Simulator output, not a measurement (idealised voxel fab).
Process module in this document: voxel trench capacitor
Each square cell in cross-section cut measures 5 nm, and the section as a whole is 210 nm wide.
Cross-section format: a grid of square cells, given as bands from top to bottom; each band is one or more rows of cells.
This entry defines a band. It first specifies the height of the band's top and the height of its bottom in nm, and then specifies the band's materials from left to right, stating each material with its width in nm. The word "full width" identifies a single material that fills the band from edge to edge, while the word "empty" identifies empty space.
The level at which height equals 0 is the one under which the wafer, as it arrives, is entirely one material. No lower edge exists for the bottom band, which continues downward and is notated as in "z 0 and below".
Width spec "30..40" -> top row of cells at first value, bottom row at second value, equal per-row change in between.
Given "remains unaltered" for a step, no cell of the cross-section differs between before and after that step.
The label "Fully enclosed voids" introduces a list of the empty spaces, 8 cells or larger, that have no open way up to the top; each entry in it reads width x height at distance, where the distance is taken from the left edge and all three are stated in nm.
If you see something after the settings on a step's line, that's the simulator's own remark about that step.
"overlay nm" on a masked step: distance the mask lay right of its planned place, negative for left.
The process steps that were planned are listed below:
1,RECEIVE: material Si
2,CONFORMAL_DEP: material SiN, thk nm 5
3,MASKED_ETCH: tone open, mask id TRENCH, width nm 30, pitch nm 60, etch materials SiN, depth nm 5, overlay nm 0
4,MASKED_ETCH: tone open, mask id TRENCH, width nm 30, pitch nm 60, etch materials Si, depth nm 30, overlay nm 0
5,CONFORMAL_DEP: material Al2O3, thk nm 5
6,CONFORMAL_DEP: material TiN, thk nm 5
7,FILL_DEP: material W, thk nm 10
8,CMP: height nm 5
as received, after step 1:
	z 0 and below: Si full width
	Fully enclosed voids: none
One mistake in running the module, otherwise start and plan as above: cross-section at the end:
	z 5 to 0: 30 of SiN  5 of TiN  5 of Al2O3  10 of W  5 of Al2O3  5 of TiN  30 of SiN  5 of TiN  5 of Al2O3  10 of W  5 of Al2O3  5 of TiN  30 of SiN  5 of TiN  5 of Al2O3  10 of W  5 of Al2O3  5 of TiN  30 of SiN
	z 0 to -20: 30 of Si  5 of TiN  5 of Al2O3  10 of W  5 of Al2O3  5 of TiN  30 of Si  5 of TiN  5 of Al2O3  10 of W  5 of Al2O3  5 of TiN  30 of Si  5 of TiN  5 of Al2O3  10 of W  5 of Al2O3  5 of TiN  30 of Si
	z -20 to -25: 30 of Si  5 of TiN  20 of Al2O3  5 of TiN  30 of Si  5 of TiN  20 of Al2O3  5 of TiN  30 of Si  5 of TiN  20 of Al2O3  5 of TiN  30 of Si
	z -25 to -30: 30 of Si  30 of TiN  30 of Si  30 of TiN  30 of Si  30 of TiN  30 of Si
	z -30 and below: Si full width
	Fully enclosed voids: none
Heads up, the wafer didn't run the way we planned it: deviation from plan: step 6 and step 5 executed in one another's positions
